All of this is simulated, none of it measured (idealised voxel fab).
Process module, titled voxel transistor to metal
In the cross-section labelled cut, the width is 245 nm and each square cell is 5 nm.
Format of a cross-section: grid, square cells. Given as bands. Order: top down. Band: one or more rows of cells.
Within each band entry, the heights of the top and of the bottom of the band appear first, in that order and in nm; the materials of the band then follow from left to right, each with its corresponding width in nm. The designation "everywhere" on a single material indicates that it fills the band from edge to edge; the designation "empty" indicates empty space.
It should be noted that heights are counted from 0, beneath which the wafer as supplied is of one material throughout, and that the lowest band possesses no lower boundary but continues downward, as written in "0 nm and below".
A width given as "30->40" starts at the first number in the band's top row and ends at the second number in its bottom row, shifting by an equal amount at every step from row to row.
Where a step carries "everything unchanged", the cross-section came out of it unchanged, cell for cell.
Reported under the label "Enclosed void entries" are the empty spaces having no open way to the top and comprising 8 cells or more; the notation for each is width x height at distance, in which the distance is measured from the left edge and all three values are in nm.
Formally, on a step line, whatever follows the settings is a remark that the simulator itself makes on the step.
Steps that use a mask can have "overlay nm" on their line. It says how far the mask sat to the right of where it was meant to be. Negative means to the left.
## So here's the lineup of process steps we planned
1,RECEIVE: material Si
2,OXIDIZE: depth nm 5
3,CONFORMAL_DEP: material SiN, thk nm 10
4,MASKED_ETCH: tone cover, mask id ACTIVE, width nm 95, pitch nm 115, etch materials SiN, depth nm 10, overlay nm 0
5,MASKED_ETCH: tone cover, mask id ACTIVE, width nm 95, pitch nm 115, etch materials SiO2, depth nm 5, overlay nm 0
6,MASKED_ETCH: tone cover, mask id ACTIVE, width nm 95, pitch nm 115, etch materials Si, depth nm 35, overlay nm 0
7,OXIDIZE: depth nm 5
8,FILL_DEP: material SiO2, thk nm 10
9,CMP: height nm 10
10,SELECTIVE_ETCH: etch materials SiO2, depth nm 10
11,STRIP: etch materials SiN
12,SELECTIVE_ETCH: etch materials SiO2, depth nm 5
13,OXIDIZE: depth nm 5
14,DIRECTIONAL_DEP: material polySi, thk nm 30
15,DIRECTIONAL_DEP: material SiCN, thk nm 15
16,MASKED_ETCH: tone cover, mask id GATE, width nm 25, pitch nm 115, etch materials SiCN, depth nm 25, overlay nm 0
17,MASKED_ETCH: tone cover, mask id GATE, width nm 25, pitch nm 115, etch materials polySi, depth nm 40, overlay nm 0
18,CONFORMAL_DEP: material SiN, thk nm 10
19,DIRECTIONAL_ETCH: etch materials SiN, depth nm 10
20,DIRECTIONAL_ETCH: etch materials SiO2, depth nm 5
21,DIRECTIONAL_ETCH: etch materials Si, depth nm 10
22,EPI: material SiGe, thk nm 10
23,FILL_DEP: material SiO2, thk nm 5
24,CMP: height nm 25
25,STRIP: etch materials polySi
26,SELECTIVE_ETCH: etch materials SiO2, depth nm 5
27,CONFORMAL_DEP: material HfO2, thk nm 5
28,CONFORMAL_DEP: material TiN, thk nm 5
29,FILL_DEP: material W, thk nm 10
30,CMP: height nm 20
31,DIRECTIONAL_DEP: material SiO2, thk nm 15
32,DIRECTIONAL_DEP: material aC, thk nm 10
33,PATTERN: tone open, mask id CONTACT, material resist, width nm 15, thk nm 30, overlay nm 0
34,DIRECTIONAL_ETCH: etch materials aC, depth nm 10
35,STRIP: etch materials resist
36,DIRECTIONAL_ETCH: etch materials SiO2, depth nm 45
37,STRIP: etch materials aC
38,CONFORMAL_DEP: material TiN, thk nm 5
39,FILL_DEP: material W, thk nm 5
40,CMP: height nm 35
41,CONFORMAL_DEP: material SiCN, thk nm 5
42,DIRECTIONAL_DEP: material lowk, thk nm 25
43,DIRECTIONAL_DEP: material aC, thk nm 15
44,PATTERN: tone open, mask id METAL_1, material resist, width nm 15, thk nm 35, overlay nm 0
45,DIRECTIONAL_ETCH: etch materials aC, depth nm 15
46,STRIP: etch materials resist
47,DIRECTIONAL_ETCH: etch materials lowk, depth nm 25
48,DIRECTIONAL_ETCH: etch materials SiCN, depth nm 5
49,STRIP: etch materials aC
50,CONFORMAL_DEP: material TiN, thk nm 5
51,FILL_DEP: material Cu, thk nm 10
52,CMP: height nm 65
53,CONFORMAL_DEP: material SiCN, thk nm 5
54,DIRECTIONAL_DEP: material SiO2, thk nm 25
55,DIRECTIONAL_DEP: material aC, thk nm 10
56,PATTERN: tone open, mask id METAL_2, material resist, width nm 15, pitch nm 115, thk nm 25, overlay nm 0
57,DIRECTIONAL_ETCH: etch materials aC, depth nm 10
58,STRIP: etch materials resist
59,DIRECTIONAL_ETCH: etch materials SiO2, depth nm 15
60,STRIP: etch materials aC
61,DIRECTIONAL_DEP: material aC, thk nm 15
62,PATTERN: tone open, mask id METAL_2_HOLES, material resist, width nm 15, pitch nm 115, thk nm 35, overlay nm 0
63,DIRECTIONAL_ETCH: etch materials aC, depth nm 15
64,STRIP: etch materials resist
65,DIRECTIONAL_ETCH: etch materials SiO2, depth nm 10
66,DIRECTIONAL_ETCH: etch materials SiCN, depth nm 5
67,STRIP: etch materials aC
68,CONFORMAL_DEP: material TiN, thk nm 5
69,FILL_DEP: material Cu, thk nm 10
70,CMP: height nm 95
71,CONFORMAL_DEP: material SiN, thk nm 5
## As received (post step 1): cross-section
	0 nm and below: Si everywhere
	Enclosed void entries: none
## The following cross-section depicts the wafer upon conclusion of the module. Processing commenced from the starting condition illustrated above and adhered to the plan illustrated above, save for one mistake in execution
	100 nm to 95 nm: SiN everywhere
	95 nm to 70 nm: SiO2 20 nm  TiN 5 nm  Cu 5 nm  TiN 5 nm  SiO2 100 nm  TiN 5 nm  Cu 5 nm  TiN 5 nm  SiO2 95 nm
	70 nm to 65 nm: SiCN 20 nm  TiN 15 nm  SiCN 100 nm  TiN 15 nm  SiCN 95 nm
	65 nm to 40 nm: lowk 20 nm  TiN 5 nm  Cu 5 nm  TiN 5 nm  lowk 55 nm  TiN 5 nm  Cu 5 nm  TiN 5 nm  lowk 30 nm  TiN 5 nm  Cu 5 nm  TiN 5 nm  lowk 55 nm  TiN 5 nm  Cu 5 nm  TiN 5 nm  lowk 25 nm
	40 nm to 35 nm: SiCN 20 nm  TiN 15 nm  SiCN 55 nm  TiN 15 nm  SiCN 30 nm  TiN 15 nm  SiCN 55 nm  TiN 15 nm  SiCN 25 nm
	35 nm to 30 nm: W everywhere
	30 nm to 25 nm: TiN 25 nm  W 5 nm  TiN 65 nm  W 5 nm  TiN 40 nm  W 5 nm  TiN 65 nm  W 5 nm  TiN 30 nm
	25 nm to 10 nm: SiO2 20 nm  TiN 5 nm  W 5 nm  TiN 5 nm  SiO2 55 nm  TiN 5 nm  W 5 nm  TiN 5 nm  SiO2 30 nm  TiN 5 nm  W 5 nm  TiN 5 nm  SiO2 55 nm  TiN 5 nm  W 5 nm  TiN 5 nm  SiO2 25 nm
	10 nm to 5 nm: SiO2 20 nm  TiN 5 nm  W 5 nm  TiN 5 nm  SiO2 5 nm  SiN 10 nm  HfO2 5 nm  TiN 5 nm  W 5 nm  TiN 5 nm  HfO2 5 nm  SiN 10 nm  SiO2 5 nm  TiN 5 nm  W 5 nm  TiN 5 nm  SiO2 30 nm  TiN 5 nm  W 5 nm  TiN 5 nm  SiO2 5 nm  SiN 10 nm  HfO2 5 nm  TiN 5 nm  W 5 nm  TiN 5 nm  HfO2 5 nm  SiN 10 nm  SiO2 5 nm  TiN 5 nm  W 5 nm  TiN 5 nm  SiO2 25 nm
	5 nm to 0 nm: SiO2 20 nm  TiN 15 nm  SiO2 5 nm  SiN 10 nm  HfO2 5 nm  TiN 5 nm  W 5 nm  TiN 5 nm  HfO2 5 nm  SiN 10 nm  SiO2 5 nm  TiN 15 nm  SiO2 30 nm  TiN 15 nm  SiO2 5 nm  SiN 10 nm  HfO2 5 nm  TiN 5 nm  W 5 nm  TiN 5 nm  HfO2 5 nm  SiN 10 nm  SiO2 5 nm  TiN 15 nm  SiO2 25 nm
	0 nm to -5 nm: SiO2 20 nm  TiN 10 nm  SiGe 10 nm  SiN 10 nm  HfO2 5 nm  TiN 15 nm  HfO2 5 nm  SiN 10 nm  SiGe 10 nm  TiN 10 nm  SiO2 30 nm  TiN 10 nm  SiGe 10 nm  SiN 10 nm  HfO2 5 nm  TiN 15 nm  HfO2 5 nm  SiN 10 nm  SiGe 10 nm  TiN 10 nm  SiO2 25 nm
	-5 nm to -10 nm: SiO2 20 nm  TiN 10 nm  SiGe 10 nm  SiO2 5 nm  HfO2 35 nm  SiO2 5 nm  SiGe 10 nm  TiN 10 nm  SiO2 30 nm  TiN 10 nm  SiGe 10 nm  SiO2 5 nm  HfO2 35 nm  SiO2 5 nm  SiGe 10 nm  TiN 10 nm  SiO2 25 nm
	-10 nm to -20 nm: SiO2 20 nm  SiGe 20 nm  Si 45 nm  SiGe 20 nm  SiO2 30 nm  SiGe 20 nm  Si 45 nm  SiGe 20 nm  SiO2 25 nm
	-20 nm to -45 nm: SiO2 20 nm  Si 85 nm  SiO2 30 nm  Si 85 nm  SiO2 25 nm
	-45 nm and below: Si everywhere
	Enclosed void entries: none
Error vs. plan: planned and actual differ for step 30; actual: CMP: height nm 10
